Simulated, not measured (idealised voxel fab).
The process module that follows is named voxel capacitor over wiring.
Each square cell in cross-section cut measures 5 nm, and the section as a whole is 215 nm wide.
How to read a cross-section here: the picture is a grid of square cells, written as bands going from the top down, and any band can span one or more rows of cells. In this notation a band is specified by the heights of its top and bottom, in that order and in nm, after which its materials appear from left to right, each paired with its width in nm. The word "throughout" attached to a single material means that material fills the band from edge to edge; the word "air" stands for empty space. Counting heights begins at 0, where everything beneath is, in the wafer as received, one material. The lowest band has no bottom; it goes on downwards, as "z 0 and below" shows. Width spec "30 to 40" -> top row of cells at first value, bottom row at second value, equal per-row change in between. "identical to before" for a step: no cell of the cross-section changed in that step. Reported under the label "Completely sealed voids" are the empty spaces having no open way to the top and comprising 8 cells or more; the notation for each is width x height at distance, in which the distance is measured from the left edge and all three values are in nm. Text after the settings on a step's line: the simulator's own remark on that step. overlay nm: step with mask; distance mask lay right of planned place; negative value = left of planned place. Pairs follow: section before one process step, section after it down to the lowest changed band, step with settings underneath. Pairs may come from different runs of this module on the same starting wafer; continuity with the pair above only as stated in the "Before-step section" entry.
# Before-step section
> z 95 to 80 | resist: 65; air: 15; resist: 135
> z 80 to 70 | SiO2: 65; air: 15; SiO2: 135
> z 70 to 65 | SiO2: 55; TiN: 75; SiO2: 85
> z 65 to 60 | SiO2: 55; HfO2: 75; SiO2: 85
> z 60 to 50 | SiO2: 50; TiN: 85; SiO2: 80
> z 50 to 35 | SiO2: 55; TiN: 5; Cu: 5; TiN: 5; SiO2: 145
> z 35 to 30 | SiCN: 55; TiN: 15; SiCN: 145
> z 30 to 25 | SiN: 40; TiN: 30; SiN: 70; TiN: 30; SiN: 45
> z 25 to 10 | lowk throughout
> z 10 to 0 | SiO2 throughout
> z 0 and below | Si throughout
> Completely sealed voids: none
# Step Result
> z 80 to 70 | SiO2: 65; air: 15; SiO2: 135
> Unchanged below 70.
> Completely sealed voids: none
Between before and after above, the operation and settings are STRIP, etch materials resist
Before-step section: after-state, pair directly above.
# Step Result
> z 85 to 80 | TiN: 70; air: 5; TiN: 140
> z 80 to 75 | SiO2: 65; TiN: 5; air: 5; TiN: 5; SiO2: 135
> z 75 to 65 | SiO2: 65 to 55; TiN: 15 to 75; SiO2: 135 to 85
> Unchanged below 65.
> Completely sealed voids: none
Between before and after above, the operation and settings are CONFORMAL_DEP, material TiN, thk nm 5
Before-step section: after-state, pair directly above.
# Step Result
> z 95 to 85 | W throughout
> z 85 to 80 | TiN: 70; W: 5; TiN: 140
> z 80 to 75 | SiO2: 65; TiN: 5; W: 5; TiN: 5; SiO2: 135
> Unchanged below 75.
> Completely sealed voids: none
Between before and after above, the operation and settings are FILL_DEP, material W, thk nm 10
Before-step section: after-state, pair directly above.
# Step Result
> z 80 to 75 | SiO2: 65; TiN: 5; W: 5; TiN: 5; SiO2: 135
> Unchanged below 75.
> Completely sealed voids: none
Between before and after above, the operation and settings are CMP, height nm 80
Before-step section: after-state, pair directly above.
# Step Result
> z 85 to 80 | SiCN throughout
> Unchanged below 80.
> Completely sealed voids: none
Between before and after above, the operation and settings are CONFORMAL_DEP, material SiCN, thk nm 5
# Before-step section
> z 15 to 10 | SiN throughout
> z 10 to 0 | SiO2 throughout
> z 0 and below | Si throughout
> Completely sealed voids: none
# Step Result
> z 20 to 15 | lowk throughout
> Unchanged below 15.
> Completely sealed voids: none
Between before and after above, the operation and settings are DIRECTIONAL_DEP, material lowk, thk nm 5
Before-step section: after-state, pair directly above.
# Step Result
> z 20 to 15 | lowk: 40; air: 30; lowk: 70; air: 30; lowk: 45
> Unchanged below 15.
> Completely sealed voids: none
Between before and after above, the operation and settings are MASKED_ETCH, tone open, mask id METAL_1, width nm 30, pitch nm 100, etch materials lowk, depth nm 15, overlay nm 0
Before-step section: after-state, pair directly above.
# Step Result
> z 20 to 15 | lowk: 40; air: 30; lowk: 70; air: 30; lowk: 45
> z 15 to 10 | SiN: 40; air: 30; SiN: 70; air: 30; SiN: 45
> Unchanged below 10.
> Completely sealed voids: none
Between before and after above, the operation and settings are MASKED_ETCH, tone open, mask id METAL_1, width nm 30, pitch nm 100, etch materials SiN, depth nm 5, overlay nm 0
Before-step section: after-state, pair directly above.
# Step Result
> z 25 to 20 | TiN: 45; air: 20; TiN: 80; air: 20; TiN: 50
> z 20 to 15 | lowk: 40; TiN: 5; air: 20; TiN: 5; lowk: 70; TiN: 5; air: 20; TiN: 5; lowk: 45
> z 15 to 10 | SiN: 40; TiN: 30; SiN: 70; TiN: 30; SiN: 45
> Unchanged below 10.
> Completely sealed voids: none
Between before and after above, the operation and settings are CONFORMAL_DEP, material TiN, thk nm 5
Before-step section: after-state, pair directly above.
# Step Result
> z 35 to 25 | Cu throughout
> z 25 to 20 | TiN: 45; Cu: 20; TiN: 80; Cu: 20; TiN: 50
> z 20 to 15 | lowk: 40; TiN: 5; Cu: 20; TiN: 5; lowk: 70; TiN: 5; Cu: 20; TiN: 5; lowk: 45
> Unchanged below 15.
> Completely sealed voids: none
Between before and after above, the operation and settings are FILL_DEP, material Cu, thk nm 10
Before-step section: after-state, pair directly above.
# Step Result
> z 30 to 25 | Cu throughout
> Unchanged below 25.
> Completely sealed voids: none
Between before and after above, the operation and settings are CMP, height nm 30
Before-step section: after-state, pair directly above.
# Step Result
> z 35 to 30 | SiCN throughout
> Unchanged below 30.
> Completely sealed voids: none
Between before and after above, the operation and settings are CONFORMAL_DEP, material SiCN, thk nm 5
Before-step section: after-state, pair directly above.
# Step Result
> z 50 to 35 | SiO2 throughout
> Unchanged below 35.
> Completely sealed voids: none
Between before and after above, the operation and settings are DIRECTIONAL_DEP, material SiO2, thk nm 15
Before-step section: after-state, pair directly above.
# Step Result
> z 65 to 50 | aC throughout
> Unchanged below 50.
> Completely sealed voids: none
Between before and after above, the operation and settings are DIRECTIONAL_DEP, material aC, thk nm 15
Before-step section: after-state, pair directly above.
# Step Result
> z 95 to 65 | resist: 55; air: 15; resist: 145
> Unchanged below 65.
> Completely sealed voids: none
Between before and after above, the operation and settings are PATTERN, tone open, mask id PLUG_1, material resist, width nm 15, thk nm 30, overlay nm 0
Before-step section: after-state, pair directly above.
# Step Result
> z 80 to 65 | resist: 55; air: 15; resist: 145
> z 65 to 50 | aC: 55; air: 15; aC: 145
> Unchanged below 50.
> Completely sealed voids: none
Between before and after above, the operation and settings are DIRECTIONAL_ETCH, etch materials aC, depth nm 15
Before-step section: after-state, pair directly above.
# Step Result
> z 65 to 50 | aC: 55; air: 15; aC: 145
> Unchanged below 50.
> Completely sealed voids: none
Between before and after above, the operation and settings are STRIP, etch materials resist
Before-step section: after-state, pair directly above.
# Step Result
> z 65 to 50 | aC: 55; air: 15; aC: 145
> z 50 to 35 | SiO2: 55; air: 15; SiO2: 145
> Unchanged below 35.
> Completely sealed voids: none
Between before and after above, the operation and settings are DIRECTIONAL_ETCH, etch materials SiO2, depth nm 15
Before-step section: after-state, pair directly above.
# Step Result
> z 65 to 50 | aC: 55; air: 15; aC: 145
> z 50 to 35 | SiO2: 55; air: 15; SiO2: 145
> z 35 to 30 | SiCN: 55; air: 15; SiCN: 145
> Unchanged below 30.
> Completely sealed voids: none
Between before and after above, the operation and settings are DIRECTIONAL_ETCH, etch materials SiCN, depth nm 5
Before-step section: after-state, pair directly above.
# Step Result
> z 50 to 35 | SiO2: 55; air: 15; SiO2: 145
> Unchanged below 35.
> Completely sealed voids: none
Between before and after above, the operation and settings are STRIP, etch materials aC
Before-step section: after-state, pair directly above.
# Step Result
> z 55 to 50 | TiN: 60; air: 5; TiN: 150
> z 50 to 35 | SiO2: 55; TiN: 5; air: 5; TiN: 5; SiO2: 145
> z 35 to 30 | SiCN: 55; TiN: 15; SiCN: 145
> Unchanged below 30.
> Completely sealed voids: none
Between before and after above, the operation and settings are CONFORMAL_DEP, material TiN, thk nm 5
Before-step section: after-state, pair directly above.
# Step Result
> z 60 to 55 | Cu throughout
> z 55 to 50 | TiN: 60; Cu: 5; TiN: 150
> z 50 to 35 | SiO2: 55; TiN: 5; Cu: 5; TiN: 5; SiO2: 145
> Unchanged below 35.
> Completely sealed voids: none
Between before and after above, the operation and settings are FILL_DEP, material Cu, thk nm 5
Before-step section: after-state, pair directly above.
# Step Result
> z 50 to 35 | SiO2: 55; TiN: 5; Cu: 5; TiN: 5; SiO2: 145
> Unchanged below 35.
> Completely sealed voids: none
Between before and after above, the operation and settings are CMP, height nm 50
Before-step section: after-state, pair directly above.
# Step Result
> z 60 to 50 | TiN throughout
> Unchanged below 50.
> Completely sealed voids: none
Between before and after above, the operation and settings are DIRECTIONAL_DEP, material TiN, thk nm 10
Before-step section: after-state, pair directly above.
# Step Result
> z 65 to 60 | HfO2 throughout
> Unchanged below 60.
> Completely sealed voids: none
Between before and after above, the operation and settings are DIRECTIONAL_DEP, material HfO2, thk nm 5
Before-step section: after-state, pair directly above.
# Step Result
> z 70 to 65 | TiN throughout
> Unchanged below 65.
> Completely sealed voids: none
Between before and after above, the operation and settings are DIRECTIONAL_DEP, material TiN, thk nm 5
Before-step section: after-state, pair directly above.
# Step Result
> z 80 to 70 | aC throughout
> Unchanged below 70.
> Completely sealed voids: none
Between before and after above, the operation and settings are DIRECTIONAL_DEP, material aC, thk nm 10
Before-step section: after-state, pair directly above.
# Step Result
> z 110 to 80 | air: 55; resist: 75; air: 85
> Unchanged below 80.
> Completely sealed voids: none
Between before and after above, the operation and settings are PATTERN, tone cover, mask id UPPER_PLATE, material resist, width nm 75, thk nm 30, overlay nm 0
Before-step section: after-state, pair directly above.
# Step Result
> z 100 to 80 | air: 55; resist: 75; air: 85
> z 80 to 70 | air: 55; aC: 75; air: 85
> Unchanged below 70.
> Completely sealed voids: none
Between before and after above, the operation and settings are DIRECTIONAL_ETCH, etch materials aC, depth nm 10
Before-step section: after-state, pair directly above.
# Step Result
> z 80 to 70 | air: 55; aC: 75; air: 85
> Unchanged below 70.
> Completely sealed voids: none
Between before and after above, the operation and settings are STRIP, etch materials resist
Before-step section: after-state, pair directly above.
# Step Result
> z 80 to 70 | air: 55; aC: 75; air: 85
> z 70 to 65 | air: 55; TiN: 75; air: 85
> Unchanged below 65.
> Completely sealed voids: none
Between before and after above, the operation and settings are DIRECTIONAL_ETCH, etch materials TiN, depth nm 5
Before-step section: after-state, pair directly above.
# Step Result
> z 80 to 70 | air: 55; aC: 75; air: 85
> z 70 to 65 | air: 55; TiN: 75; air: 85
> z 65 to 60 | air: 55; HfO2: 75; air: 85
> Unchanged below 60.
> Completely sealed voids: none
Between before and after above, the operation and settings are DIRECTIONAL_ETCH, etch materials HfO2, depth nm 5
Before-step section: after-state, pair directly above.
# Step Result
> z 70 to 65 | air: 55; TiN: 75; air: 85
> Unchanged below 65.
> Completely sealed voids: none
Between before and after above, the operation and settings are STRIP, etch materials aC
Before-step section: after-state, pair directly above.
# Step Result
> z 80 to 70 | air: 55; aC: 75; air: 85
> z 70 to 65 | aC: 55; TiN: 75; aC: 85
> z 65 to 60 | aC: 55; HfO2: 75; aC: 85
> Unchanged below 60.
> Completely sealed voids: none
Between before and after above, the operation and settings are DIRECTIONAL_DEP, material aC, thk nm 10
Before-step section: after-state, pair directly above.
# Step Result
> z 105 to 80 | air: 50; resist: 85; air: 80
> z 80 to 70 | air: 50; resist: 5; aC: 75; resist: 5; air: 80
> Unchanged below 70.
> Completely sealed voids: none
Between before and after above, the operation and settings are PATTERN, tone cover, mask id LOWER_PLATE, material resist, width nm 85, thk nm 25, overlay nm 0
Before-step section: after-state, pair directly above.
# Step Result
> z 95 to 80 | air: 50; resist: 85; air: 80
> z 80 to 70 | air: 50; resist: 5; aC: 75; resist: 5; air: 80
> z 70 to 65 | air: 50; aC: 5; TiN: 75; aC: 5; air: 80
> z 65 to 60 | air: 50; aC: 5; HfO2: 75; aC: 5; air: 80
> Unchanged below 60.
> Completely sealed voids: none
Between before and after above, the operation and settings are DIRECTIONAL_ETCH, etch materials aC, depth nm 10
Before-step section: after-state, pair directly above.
# Step Result
> z 80 to 70 | air: 55; aC: 75; air: 85
> Unchanged below 70.
> Completely sealed voids: none
Between before and after above, the operation and settings are STRIP, etch materials resist
Before-step section: after-state, pair directly above.
# Step Result
> z 80 to 70 | air: 55; aC: 75; air: 85
> z 70 to 65 | air: 50; aC: 5; TiN: 75; aC: 5; air: 80
> z 65 to 60 | air: 50; aC: 5; HfO2: 75; aC: 5; air: 80
> z 60 to 50 | air: 50; TiN: 85; air: 80
> Unchanged below 50.
> Completely sealed voids: none
Between before and after above, the operation and settings are DIRECTIONAL_ETCH, etch materials TiN, depth nm 10
Before-step section: after-state, pair directly above.
# Step Result
> z 70 to 65 | air: 55; TiN: 75; air: 85
> z 65 to 60 | air: 55; HfO2: 75; air: 85
> Unchanged below 60.
> Completely sealed voids: none
Between before and after above, the operation and settings are STRIP, etch materials aC
Before-step section: after-state, pair directly above.
# Step Result
> z 85 to 70 | SiO2 throughout
> z 70 to 65 | SiO2: 55; TiN: 75; SiO2: 85
> z 65 to 60 | SiO2: 55; HfO2: 75; SiO2: 85
> z 60 to 50 | SiO2: 50; TiN: 85; SiO2: 80
> Unchanged below 50.
> Completely sealed voids: none
Between before and after above, the operation and settings are FILL_DEP, material SiO2, thk nm 15
Before-step section: after-state, pair directly above.
# Step Result
> z 80 to 70 | SiO2 throughout
> Unchanged below 70.
> Completely sealed voids: none
Between before and after above, the operation and settings are CMP, height nm 80
Before-step section: after-state, pair directly above.
# Step Result
> z 95 to 80 | resist: 65; air: 15; resist: 135
> Unchanged below 80.
> Completely sealed voids: none
Between before and after above, the operation and settings are PATTERN, tone open, mask id PLUG_2, material resist, width nm 15, thk nm 15, overlay nm 0
Before-step section: after-state, pair directly above.
# Step Result
> z 95 to 80 | resist: 65; air: 15; resist: 135
> z 80 to 70 | SiO2: 65; air: 15; SiO2: 135
> Unchanged below 70.
> Completely sealed voids: none
Between before and after above, the operation and settings are DIRECTIONAL_ETCH, etch materials SiO2, depth nm 10
Before-step section: after-state, pair directly above.
# Step Result
> z 80 to 70 | SiO2: 65; air: 15; SiO2: 135
> Unchanged below 70.
> Completely sealed voids: none
Between before and after above, the operation and settings are STRIP, etch materials resist
Before-step section: after-state, pair directly above.
# Step Result
> z 85 to 80 | TiN: 70; air: 5; TiN: 140
> z 80 to 75 | SiO2: 65; TiN: 5; air: 5; TiN: 5; SiO2: 135
> z 75 to 65 | SiO2: 65 to 55; TiN: 15 to 75; SiO2: 135 to 85
> Unchanged below 65.
> Completely sealed voids: none
Between before and after above, the operation and settings are CONFORMAL_DEP, material TiN, thk nm 5
Before-step section: after-state, pair directly above.
# Step Result
> z 95 to 85 | W throughout
> z 85 to 80 | TiN: 70; W: 5; TiN: 140
> z 80 to 75 | SiO2: 65; TiN: 5; W: 5; TiN: 5; SiO2: 135
> Unchanged below 75.
> Completely sealed voids: none
Between before and after above, the operation and settings are FILL_DEP, material W, thk nm 10
Before-step section: after-state, pair directly above.
# Step Result
> z 80 to 75 | SiO2: 65; TiN: 5; W: 5; TiN: 5; SiO2: 135
> Unchanged below 75.
> Completely sealed voids: none
Between before and after above, the operation and settings are CMP, height nm 80
Before-step section: after-state, pair directly above.
# Step Result
> z 85 to 80 | SiCN throughout
> Unchanged below 80.
> Completely sealed voids: none
Between before and after above, the operation and settings are CONFORMAL_DEP, material SiCN, thk nm 5
# Before-step section
> z 80 to 70 | SiO2 throughout
> z 70 to 65 | SiO2: 55; TiN: 75; SiO2: 85
> z 65 to 60 | SiO2: 55; HfO2: 75; SiO2: 85
> z 60 to 50 | SiO2: 50; TiN: 85; SiO2: 80
> z 50 to 35 | SiO2: 55; TiN: 5; Cu: 5; TiN: 5; SiO2: 145
> z 35 to 30 | SiCN: 55; TiN: 15; SiCN: 145
> z 30 to 15 | lowk: 40; TiN: 5; Cu: 20; TiN: 5; lowk: 70; TiN: 5; Cu: 20; TiN: 5; lowk: 45
> z 15 to 10 | SiN: 40; TiN: 30; SiN: 70; TiN: 30; SiN: 45
> z 10 to 0 | SiO2 throughout
> z 0 and below | Si throughout
> Completely sealed voids: none
# Step Result
> z 95 to 80 | resist: 60; air: 25; resist: 130
> Unchanged below 80.
> Completely sealed voids: none
Between before and after above, the operation and settings are PATTERN, tone open, mask id PLUG_2, material resist, width nm 25, thk nm 15, overlay nm 0
Before-step section: after-state, pair directly above.
# Step Result
> z 95 to 80 | resist: 60; air: 25; resist: 130
> z 80 to 70 | SiO2: 60; air: 25; SiO2: 130
> Unchanged below 70.
> Completely sealed voids: none
Between before and after above, the operation and settings are DIRECTIONAL_ETCH, etch materials SiO2, depth nm 10
Before-step section: after-state, pair directly above.
# Step Result
> z 80 to 70 | SiO2: 60; air: 25; SiO2: 130
> Unchanged below 70.
> Completely sealed voids: none
Between before and after above, the operation and settings are STRIP, etch materials resist
Before-step section: after-state, pair directly above.
# Step Result
> z 85 to 80 | TiN: 65; air: 15; TiN: 135
> z 80 to 75 | SiO2: 60; TiN: 5; air: 15; TiN: 5; SiO2: 130
> z 75 to 65 | SiO2: 60 to 55; TiN: 25 to 75; SiO2: 130 to 85
> Unchanged below 65.
> Completely sealed voids: none
Between before and after above, the operation and settings are CONFORMAL_DEP, material TiN, thk nm 5
Before-step section: after-state, pair directly above.
# Step Result
> z 95 to 85 | W throughout
> z 85 to 80 | TiN: 65; W: 15; TiN: 135
> z 80 to 75 | SiO2: 60; TiN: 5; W: 15; TiN: 5; SiO2: 130
> Unchanged below 75.
> Completely sealed voids: none
Between before and after above, the operation and settings are FILL_DEP, material W, thk nm 10
Before-step section: after-state, pair directly above.
# Step Result
> z 80 to 75 | SiO2: 60; TiN: 5; W: 15; TiN: 5; SiO2: 130
> Unchanged below 75.
> Completely sealed voids: none
Between before and after above, the operation and settings are CMP, height nm 80
Before-step section: after-state, pair directly above.
# Step Result
> z 85 to 80 | SiCN throughout
> Unchanged below 80.
> Completely sealed voids: none
Between before and after above, the operation and settings are CONFORMAL_DEP, material SiCN, thk nm 5
# Before-step section
> z 30 to 15 | lowk: 40; air: 30; lowk: 70; air: 30; lowk: 45
> z 15 to 10 | SiN throughout
> z 10 to 0 | SiO2 throughout
> z 0 and below | Si throughout
> Completely sealed voids: none
# Step Result
> z 30 to 15 | lowk: 40; air: 30; lowk: 70; air: 30; lowk: 45
> z 15 to 10 | SiN: 40; air: 25; SiN: 75; air: 25; SiN: 50
> Unchanged below 10.
> Completely sealed voids: none
Between before and after above, the operation and settings are MASKED_ETCH, tone open, mask id METAL_1, width nm 30, pitch nm 100, etch materials SiN, depth nm 5, overlay nm -5
Before-step section: after-state, pair directly above.
# Step Result
> z 35 to 30 | TiN: 45; air: 20; TiN: 80; air: 20; TiN: 50
> z 30 to 20 | lowk: 40; TiN: 5; air: 20; TiN: 5; lowk: 70; TiN: 5; air: 20; TiN: 5; lowk: 45
> z 20 to 15 | lowk: 40; TiN: 5; air: 15; TiN: 10; lowk: 70; TiN: 5; air: 15; TiN: 10; lowk: 45
> z 15 to 10 | SiN: 40; TiN: 25; SiN: 75; TiN: 25; SiN: 50
> Unchanged below 10.
> Completely sealed voids: none
Between before and after above, the operation and settings are CONFORMAL_DEP, material TiN, thk nm 5
Before-step section: after-state, pair directly above.
# Step Result
> z 45 to 35 | Cu throughout
> z 35 to 30 | TiN: 45; Cu: 20; TiN: 80; Cu: 20; TiN: 50
> z 30 to 20 | lowk: 40; TiN: 5; Cu: 20; TiN: 5; lowk: 70; TiN: 5; Cu: 20; TiN: 5; lowk: 45
> z 20 to 15 | lowk: 40; TiN: 5; Cu: 15; TiN: 10; lowk: 70; TiN: 5; Cu: 15; TiN: 10; lowk: 45
> Unchanged below 15.
> Completely sealed voids: none
Between before and after above, the operation and settings are FILL_DEP, material Cu, thk nm 10
Before-step section: after-state, pair directly above.
# Step Result
> z 30 to 20 | lowk: 40; TiN: 5; Cu: 20; TiN: 5; lowk: 70; TiN: 5; Cu: 20; TiN: 5; lowk: 45
> Unchanged below 20.
> Completely sealed voids: none
Between before and after above, the operation and settings are CMP, height nm 30
Before-step section: after-state, pair directly above.
# Step Result
> z 35 to 30 | SiCN throughout
> Unchanged below 30.
> Completely sealed voids: none
Between before and after above, the operation and settings are CONFORMAL_DEP, material SiCN, thk nm 5
Before-step section: after-state, pair directly above.
# Step Result
> z 50 to 35 | SiO2 throughout
> Unchanged below 35.
> Completely sealed voids: none
Between before and after above, the operation and settings are DIRECTIONAL_DEP, material SiO2, thk nm 15
Before-step section: after-state, pair directly above.
# Step Result
> z 65 to 50 | aC throughout
> Unchanged below 50.
> Completely sealed voids: none
Between before and after above, the operation and settings are DIRECTIONAL_DEP, material aC, thk nm 15
Before-step section: after-state, pair directly above.
# Step Result
> z 95 to 65 | resist: 55; air: 15; resist: 145
> Unchanged below 65.
> Completely sealed voids: none
Between before and after above, the operation and settings are PATTERN, tone open, mask id PLUG_1, material resist, width nm 15, thk nm 30, overlay nm 0
Before-step section: after-state, pair directly above.
# Step Result
> z 80 to 65 | resist: 55; air: 15; resist: 145
> z 65 to 50 | aC: 55; air: 15; aC: 145
> Unchanged below 50.
> Completely sealed voids: none
Between before and after above, the operation and settings are DIRECTIONAL_ETCH, etch materials aC, depth nm 15
Before-step section: after-state, pair directly above.
# Step Result
> z 65 to 50 | aC: 55; air: 15; aC: 145
> Unchanged below 50.
> Completely sealed voids: none
Between before and after above, the operation and settings are STRIP, etch materials resist
Before-step section: after-state, pair directly above.
# Step Result
> z 65 to 50 | aC: 55; air: 15; aC: 145
> z 50 to 35 | SiO2: 55; air: 15; SiO2: 145
> Unchanged below 35.
> Completely sealed voids: none
Between before and after above, the operation and settings are DIRECTIONAL_ETCH, etch materials SiO2, depth nm 15
Before-step section: after-state, pair directly above.
# Step Result
> z 65 to 50 | aC: 55; air: 15; aC: 145
> z 50 to 35 | SiO2: 55; air: 15; SiO2: 145
> z 35 to 30 | SiCN: 55; air: 15; SiCN: 145
> Unchanged below 30.
> Completely sealed voids: none
Between before and after above, the operation and settings are DIRECTIONAL_ETCH, etch materials SiCN, depth nm 5
Before-step section: after-state, pair directly above.
# Step Result
> z 50 to 35 | SiO2: 55; air: 15; SiO2: 145
> Unchanged below 35.
> Completely sealed voids: none
Between before and after above, the operation and settings are STRIP, etch materials aC
Before-step section: after-state, pair directly above.
# Step Result
> z 55 to 50 | TiN: 60; air: 5; TiN: 150
> z 50 to 35 | SiO2: 55; TiN: 5; air: 5; TiN: 5; SiO2: 145
> z 35 to 30 | SiCN: 55; TiN: 15; SiCN: 145
> Unchanged below 30.
> Completely sealed voids: none
Between before and after above, the operation and settings are CONFORMAL_DEP, material TiN, thk nm 5
Before-step section: after-state, pair directly above.
# Step Result
> z 60 to 55 | Cu throughout
> z 55 to 50 | TiN: 60; Cu: 5; TiN: 150
> z 50 to 35 | SiO2: 55; TiN: 5; Cu: 5; TiN: 5; SiO2: 145
> Unchanged below 35.
> Completely sealed voids: none
Between before and after above, the operation and settings are FILL_DEP, material Cu, thk nm 5
Before-step section: after-state, pair directly above.
# Step Result
> z 50 to 35 | SiO2: 55; TiN: 5; Cu: 5; TiN: 5; SiO2: 145
> Unchanged below 35.
> Completely sealed voids: none
Between before and after above, the operation and settings are CMP, height nm 50
Before-step section: after-state, pair directly above.
# Step Result
> z 60 to 50 | TiN throughout
> Unchanged below 50.
> Completely sealed voids: none
Between before and after above, the operation and settings are DIRECTIONAL_DEP, material TiN, thk nm 10
Before-step section: after-state, pair directly above.
# Step Result
> z 65 to 60 | HfO2 throughout
> Unchanged below 60.
> Completely sealed voids: none
Between before and after above, the operation and settings are DIRECTIONAL_DEP, material HfO2, thk nm 5
Before-step section: after-state, pair directly above.
# Step Result
> z 70 to 65 | TiN throughout
> Unchanged below 65.
> Completely sealed voids: none
Between before and after above, the operation and settings are DIRECTIONAL_DEP, material TiN, thk nm 5
Before-step section: after-state, pair directly above.
# Step Result
> z 80 to 70 | aC throughout
> Unchanged below 70.
> Completely sealed voids: none
Between before and after above, the operation and settings are DIRECTIONAL_DEP, material aC, thk nm 10
Before-step section: after-state, pair directly above.
# Step Result
> z 110 to 80 | air: 55; resist: 75; air: 85
> Unchanged below 80.
> Completely sealed voids: none
Between before and after above, the operation and settings are PATTERN, tone cover, mask id UPPER_PLATE, material resist, width nm 75, thk nm 30, overlay nm 0
Before-step section: after-state, pair directly above.
# Step Result
> z 100 to 80 | air: 55; resist: 75; air: 85
> z 80 to 70 | air: 55; aC: 75; air: 85
> Unchanged below 70.
> Completely sealed voids: none
Between before and after above, the operation and settings are DIRECTIONAL_ETCH, etch materials aC, depth nm 10
Before-step section: after-state, pair directly above.
# Step Result
> z 80 to 70 | air: 55; aC: 75; air: 85
> Unchanged below 70.
> Completely sealed voids: none
Between before and after above, the operation and settings are STRIP, etch materials resist
Before-step section: after-state, pair directly above.
# Step Result
> z 80 to 70 | air: 55; aC: 75; air: 85
> z 70 to 65 | air: 55; TiN: 75; air: 85
> Unchanged below 65.
> Completely sealed voids: none
Between before and after above, the operation and settings are DIRECTIONAL_ETCH, etch materials TiN, depth nm 5
Before-step section: after-state, pair directly above.
# Step Result
> z 80 to 70 | air: 55; aC: 75; air: 85
> z 70 to 65 | air: 55; TiN: 75; air: 85
> z 65 to 60 | air: 55; HfO2: 75; air: 85
> Unchanged below 60.
> Completely sealed voids: none
Between before and after above, the operation and settings are DIRECTIONAL_ETCH, etch materials HfO2, depth nm 5
Before-step section: after-state, pair directly above.
# Step Result
> z 70 to 65 | air: 55; TiN: 75; air: 85
> Unchanged below 65.
> Completely sealed voids: none
Between before and after above, the operation and settings are STRIP, etch materials aC
Before-step section: after-state, pair directly above.
# Step Result
> z 80 to 70 | air: 55; aC: 75; air: 85
> z 70 to 65 | aC: 55; TiN: 75; aC: 85
> z 65 to 60 | aC: 55; HfO2: 75; aC: 85
> Unchanged below 60.
> Completely sealed voids: none
Between before and after above, the operation and settings are DIRECTIONAL_DEP, material aC, thk nm 10
Before-step section: after-state, pair directly above.
# Step Result
> z 105 to 80 | air: 50; resist: 85; air: 80
> z 80 to 70 | air: 50; resist: 5; aC: 75; resist: 5; air: 80
> Unchanged below 70.
> Completely sealed voids: none
Between before and after above, the operation and settings are PATTERN, tone cover, mask id LOWER_PLATE, material resist, width nm 85, thk nm 25, overlay nm 0
Before-step section: after-state, pair directly above.
# Step Result
> z 95 to 80 | air: 50; resist: 85; air: 80
> z 80 to 70 | air: 50; resist: 5; aC: 75; resist: 5; air: 80
> z 70 to 65 | air: 50; aC: 5; TiN: 75; aC: 5; air: 80
> z 65 to 60 | air: 50; aC: 5; HfO2: 75; aC: 5; air: 80
> Unchanged below 60.
> Completely sealed voids: none
Between before and after above, the operation and settings are DIRECTIONAL_ETCH, etch materials aC, depth nm 10
Before-step section: after-state, pair directly above.
# Step Result
> z 80 to 70 | air: 55; aC: 75; air: 85
> Unchanged below 70.
> Completely sealed voids: none
Between before and after above, the operation and settings are STRIP, etch materials resist
Before-step section: after-state, pair directly above.
# Step Result
> z 80 to 70 | air: 55; aC: 75; air: 85
> z 70 to 65 | air: 50; aC: 5; TiN: 75; aC: 5; air: 80
> z 65 to 60 | air: 50; aC: 5; HfO2: 75; aC: 5; air: 80
> z 60 to 50 | air: 50; TiN: 85; air: 80
> Unchanged below 50.
> Completely sealed voids: none
Between before and after above, the operation and settings are DIRECTIONAL_ETCH, etch materials TiN, depth nm 10
Before-step section: after-state, pair directly above.
# Step Result
> z 70 to 65 | air: 55; TiN: 75; air: 85
> z 65 to 60 | air: 55; HfO2: 75; air: 85
> Unchanged below 60.
> Completely sealed voids: none
Between before and after above, the operation and settings are STRIP, etch materials aC
Before-step section: after-state, pair directly above.
# Step Result
> z 85 to 70 | SiO2 throughout
> z 70 to 65 | SiO2: 55; TiN: 75; SiO2: 85
> z 65 to 60 | SiO2: 55; HfO2: 75; SiO2: 85
> z 60 to 50 | SiO2: 50; TiN: 85; SiO2: 80
> Unchanged below 50.
> Completely sealed voids: none
Between before and after above, the operation and settings are FILL_DEP, material SiO2, thk nm 15
Before-step section: after-state, pair directly above.
# Step Result
> z 80 to 70 | SiO2 throughout
> Unchanged below 70.
> Completely sealed voids: none
Between before and after above, the operation and settings are CMP, height nm 80
Before-step section: after-state, pair directly above.
# Step Result
> z 95 to 80 | resist: 65; air: 15; resist: 135
> Unchanged below 80.
> Completely sealed voids: none
Between before and after above, the operation and settings are PATTERN, tone open, mask id PLUG_2, material resist, width nm 15, thk nm 15, overlay nm 0
Before-step section: after-state, pair directly above.
# Step Result
> z 95 to 80 | resist: 65; air: 15; resist: 135
> z 80 to 70 | SiO2: 65; air: 15; SiO2: 135
> Unchanged below 70.
> Completely sealed voids: none
Between before and after above, the operation and settings are DIRECTIONAL_ETCH, etch materials SiO2, depth nm 10
Before-step section: after-state, pair directly above.
# Step Result
> z 80 to 70 | SiO2: 65; air: 15; SiO2: 135
> Unchanged below 70.
> Completely sealed voids: none
Between before and after above, the operation and settings are STRIP, etch materials resist
Before-step section: after-state, pair directly above.
# Step Result
> z 85 to 80 | TiN: 70; air: 5; TiN: 140
> z 80 to 75 | SiO2: 65; TiN: 5; air: 5; TiN: 5; SiO2: 135
> z 75 to 65 | SiO2: 65 to 55; TiN: 15 to 75; SiO2: 135 to 85
> Unchanged below 65.
> Completely sealed voids: none
Between before and after above, the operation and settings are CONFORMAL_DEP, material TiN, thk nm 5
Before-step section: after-state, pair directly above.
# Step Result
> z 95 to 85 | W throughout
> z 85 to 80 | TiN: 70; W: 5; TiN: 140
> z 80 to 75 | SiO2: 65; TiN: 5; W: 5; TiN: 5; SiO2: 135
> Unchanged below 75.
> Completely sealed voids: none
Between before and after above, the operation and settings are FILL_DEP, material W, thk nm 10
Before-step section: after-state, pair directly above.
# Step Result
> z 80 to 75 | SiO2: 65; TiN: 5; W: 5; TiN: 5; SiO2: 135
> Unchanged below 75.
> Completely sealed voids: none
Between before and after above, the operation and settings are CMP, height nm 80
Before-step section: after-state, pair directly above.
# Step Result
> z 85 to 80 | SiCN throughout
> Unchanged below 80.
> Completely sealed voids: none
Between before and after above, the operation and settings are CONFORMAL_DEP, material SiCN, thk nm 5
